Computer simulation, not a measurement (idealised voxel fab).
This is a process module. Its name is voxel fin reveal.
This is section cut - it's 240 nm across, gridded in 5 nm square cells.
A cross-section is a grid of square cells, given in bands from the top down. A band is one or more rows of cells. Each band's line starts with the height of the band's top and of its bottom, in nm. Then come its materials from left to right, each with its width in nm. One material with "all across" fills the band from edge to edge. "empty" is empty space. Height 0 is the level under which the wafer as received is all one material. The lowest band goes on downwards, as in "0 nm and below". The width entry "30..40" should be interpreted row by row: the top row of cells in the band takes the first number, the bottom row takes the second number, and the change between adjacent rows is uniform throughout. "no change" for a step: no cell of the cross-section changed in that step. Entry "Enclosed internal voids" = empty spaces >= 8 cells with no open way to the top; each as width x height at distance, distance from left edge, all nm. Formally, on a step line, whatever follows the settings is a remark that the simulator itself makes on the step. The setting "overlay nm" may be written on the line of a step. When the step uses a mask, the value reports how far to the right of the planned place the mask lay, and a negative value reports that it lay to the left.

Planned process steps:
1. RECEIVE with material Si
2. CONFORMAL_DEP with material SiN, thk nm 5
3. MASKED_ETCH with tone cover, mask id FINS, width nm 15, pitch nm 45, etch materials SiN, depth nm 5, overlay nm 0
4. MASKED_ETCH with tone cover, mask id FINS, width nm 15, pitch nm 45, etch materials Si, depth nm 35, overlay nm 0
5. OXIDIZE with depth nm 5
6. FILL_DEP with material SiO2, thk nm 10
7. CMP with height nm 5
8. SELECTIVE_ETCH with etch materials SiO2, depth nm 15
9. STRIP with etch materials SiN

First wafer of two (run as planned):

Incoming wafer in cross-section (state: after step 1):
0 nm and below | Si all across
Enclosed internal voids: none

Cross-section of the wafer after step 2:
5 nm to 0 nm | SiN all across
Below a height of 0, the structure has not been altered.

Cross-section of the wafer after step 3:
5 nm to 0 nm | empty 45; SiN 15; empty 30; SiN 15; empty 30; SiN 15; empty 30; SiN 15; empty 45
Below a height of 0, the structure has not been altered.

Cross-section of the wafer after step 4:
5 nm to 0 nm | empty 45; SiN 15; empty 30; SiN 15; empty 30; SiN 15; empty 30; SiN 15; empty 45
0 nm to -35 nm | empty 45; Si 15; empty 30; Si 15; empty 30; Si 15; empty 30; Si 15; empty 45
Below a height of -35, the structure has not been altered.

Cross-section of the wafer after step 5:
5 nm to 0 nm | empty 45; SiN 15; empty 30; SiN 15; empty 30; SiN 15; empty 30; SiN 15; empty 45
0 nm to -35 nm | empty 45; SiO2 5; Si 5; SiO2 5; empty 30; SiO2 5; Si 5; SiO2 5; empty 30; SiO2 5; Si 5; SiO2 5; empty 30; SiO2 5; Si 5; SiO2 5; empty 45
-35 nm to -40 nm | SiO2 50; Si 5; SiO2 40; Si 5; SiO2 40; Si 5; SiO2 40; Si 5; SiO2 50
Below a height of -40, the structure has not been altered.

Cross-section of the wafer after step 6:
15 nm to 5 nm | SiO2 all across
5 nm to 0 nm | SiO2 45; SiN 15; SiO2 30; SiN 15; SiO2 30; SiN 15; SiO2 30; SiN 15; SiO2 45
0 nm to -40 nm | SiO2 50; Si 5; SiO2 40; Si 5; SiO2 40; Si 5; SiO2 40; Si 5; SiO2 50
Below a height of -40, the structure has not been altered.

Cross-section of the wafer after step 7:
5 nm to 0 nm | SiO2 45; SiN 15; SiO2 30; SiN 15; SiO2 30; SiN 15; SiO2 30; SiN 15; SiO2 45
Below a height of 0, the structure has not been altered.

Cross-section of the wafer after step 8:
5 nm to 0 nm | empty 45; SiN 15; empty 30; SiN 15; empty 30; SiN 15; empty 30; SiN 15; empty 45
0 nm to -10 nm | empty 50; Si 5; empty 40; Si 5; empty 40; Si 5; empty 40; Si 5; empty 50
Below a height of -10, the structure has not been altered.

Cross-section of the wafer after step 9:
0 nm to -10 nm | empty 50; Si 5; empty 40; Si 5; empty 40; Si 5; empty 40; Si 5; empty 50
Below a height of -10, the structure has not been altered.

Second Wafer (Identical Start and Plan, One Processing Error; Matches First Wafer Through Step 3):

Second wafer, sectioned view, at step 4's planned end time:
5 nm to 0 nm | empty 45; SiN 15; empty 30; SiN 15; empty 30; SiN 15; empty 30; SiN 15; empty 45
0 nm to -35 nm | empty 40; Si 20; empty 25; Si 20; empty 25; Si 20; empty 25; Si 20; empty 45
Below a height of -35, the structure has not been altered.

Second wafer, sectioned view, at step 5's planned end time:
5 nm to 0 nm | empty 45; SiN 15; empty 30; SiN 15; empty 30; SiN 15; empty 30; SiN 15; empty 45
0 nm to -5 nm | empty 40; SiO2 10; Si 5; SiO2 5; empty 25; SiO2 10; Si 5; SiO2 5; empty 25; SiO2 10; Si 5; SiO2 5; empty 25; SiO2 10; Si 5; SiO2 5; empty 45
-5 nm to -35 nm | empty 40; SiO2 5; Si 10; SiO2 5; empty 25; SiO2 5; Si 10; SiO2 5; empty 25; SiO2 5; Si 10; SiO2 5; empty 25; SiO2 5; Si 10; SiO2 5; empty 45
-35 nm to -40 nm | SiO2 45; Si 10; SiO2 35; Si 10; SiO2 35; Si 10; SiO2 35; Si 10; SiO2 50
Below a height of -40, the structure has not been altered.

Second wafer, sectioned view, at step 6's planned end time:
15 nm to 5 nm | SiO2 all across
5 nm to 0 nm | SiO2 45; SiN 15; SiO2 30; SiN 15; SiO2 30; SiN 15; SiO2 30; SiN 15; SiO2 45
0 nm to -5 nm | SiO2 50; Si 5; SiO2 40; Si 5; SiO2 40; Si 5; SiO2 40; Si 5; SiO2 50
-5 nm to -40 nm | SiO2 45; Si 10; SiO2 35; Si 10; SiO2 35; Si 10; SiO2 35; Si 10; SiO2 50
Below a height of -40, the structure has not been altered.

Second wafer, sectioned view, at step 7's planned end time:
5 nm to 0 nm | SiO2 45; SiN 15; SiO2 30; SiN 15; SiO2 30; SiN 15; SiO2 30; SiN 15; SiO2 45
Below a height of 0, the structure has not been altered.

Second wafer, sectioned view, at step 8's planned end time:
5 nm to 0 nm | empty 45; SiN 15; empty 30; SiN 15; empty 30; SiN 15; empty 30; SiN 15; empty 45
0 nm to -10 nm | empty 50..45; Si 5..10; empty 40..35; Si 5..10; empty 40..35; Si 5..10; empty 40..35; Si 5..10; empty 50
Below a height of -10, the structure has not been altered.

Second wafer, sectioned view, at step 9's planned end time:
0 nm to -10 nm | empty 50..45; Si 5..10; empty 40..35; Si 5..10; empty 40..35; Si 5..10; empty 40..35; Si 5..10; empty 50
Below a height of -10, the structure has not been altered.
Deviation noted in wafer processing: in deviation from the planned setting, step 4 was conducted as MASKED_ETCH with tone cover, mask id FINS, width nm 15, pitch nm 45, etch materials Si, depth nm 35, overlay nm -5
at the end the second wafer has, in cells: +28 Si; -24 SiO2
